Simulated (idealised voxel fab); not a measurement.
Process module, titled voxel self aligned vias
cross-section cut | 220 nm wide | cells 5 nm
Just so we're on the same page, the cross-sections are grids of square cells, and they're listed out in bands top to bottom, each band one or more rows deep. Each band's line starts with the height of the band's top and of its bottom, in nm. Then come its materials from left to right, each with its width in nm. One material with "full width" fills the band from edge to edge. "empty" is empty space. The reference from which all heights are counted is 0, the level beneath which the as-received wafer is entirely one material; the lowest band, having no lower bound, proceeds downward and is written after the example "top 0, no bottom". Read "30->40" as a graded width: first number on top, second number at the bottom, same change between each pair of neighbouring rows. A step reported as "everything unchanged" is a step in which no cell of the cross-section changed. Closed-off voids of 8+ cells (no open route to the top) go in "Tabulated closed voids", written width x height at distance from the left edge, in nm. Where a step's line continues beyond its settings, the continuation is a remark by the simulator itself on that step. What "overlay nm" on a step's line means: if the step has a mask, that mask lay this far to the right of its planned place, or, when the value is negative, to the left.
# Intended process steps
1: RECEIVE [material Si]
2: CONFORMAL_DEP [material SiO2] [thk nm 10]
3: CONFORMAL_DEP [material SiCN] [thk nm 5]
4: DIRECTIONAL_DEP [material lowk] [thk nm 20]
5: PATTERN [tone open] [mask id LINES] [material resist] [width nm 25] [pitch nm 70] [thk nm 20] [overlay nm 0]
6: DIRECTIONAL_ETCH [etch materials lowk] [depth nm 20]
7: STRIP [etch materials resist]
8: CONFORMAL_DEP [material TiN] [thk nm 5]
9: FILL_DEP [material Ru] [thk nm 5]
10: CMP [height nm 35]
11: SELECTIVE_ETCH [etch materials W Ru TiN] [depth nm 10]
12: FILL_DEP [material SiN] [thk nm 5]
13: CMP [height nm 35]
14: DIRECTIONAL_DEP [material lowk] [thk nm 20]
15: DIRECTIONAL_DEP [material aC] [thk nm 10]
16: PATTERN [tone open] [mask id VIAS] [material resist] [width nm 45] [pitch nm 70] [thk nm 25] [overlay nm 0]
17: DIRECTIONAL_ETCH [etch materials aC] [depth nm 10]
18: STRIP [etch materials resist]
19: DIRECTIONAL_ETCH [etch materials lowk] [depth nm 20]
20: DIRECTIONAL_ETCH [etch materials SiN] [depth nm 10]
21: STRIP [etch materials aC]
22: CONFORMAL_DEP [material TiN] [thk nm 5]
23: FILL_DEP [material Ru] [thk nm 10]
24: CMP [height nm 55]
25: CONFORMAL_DEP [material SiCN] [thk nm 5]
# This is the cross-section of the wafer as we received it, i.e. after step 1
* top 0, no bottom: Si full width
* Tabulated closed voids: none
# Same starting wafer, same plan as above, one mistake in the execution; this is the cross-section at the end of the module
* top 60, bottom 55: SiCN full width
* top 55, bottom 40: lowk 50; TiN 5; Ru 35; TiN 5; lowk 25; TiN 5; Ru 35; TiN 5; lowk 55
* top 40, bottom 30: lowk 50->60; TiN 15->5; Ru 15; TiN 15->5; lowk 25->45; TiN 15->5; Ru 15; TiN 15->5; lowk 55->65
* top 30, bottom 25: lowk 60; TiN 25; lowk 45; TiN 25; lowk 65
* top 25, bottom 20: lowk 60; TiN 5; Ru 15; TiN 5; lowk 45; TiN 5; Ru 15; TiN 5; lowk 65
* top 20, bottom 15: lowk 60; TiN 25; lowk 45; TiN 25; lowk 65
* top 15, bottom 5: SiO2 full width
* top 5, bottom 0: SiCN full width
* top 0, no bottom: Si full width
* Tabulated closed voids: none
Heads up, the wafer didn't run the way we planned it: steps 2 and 3 swapped
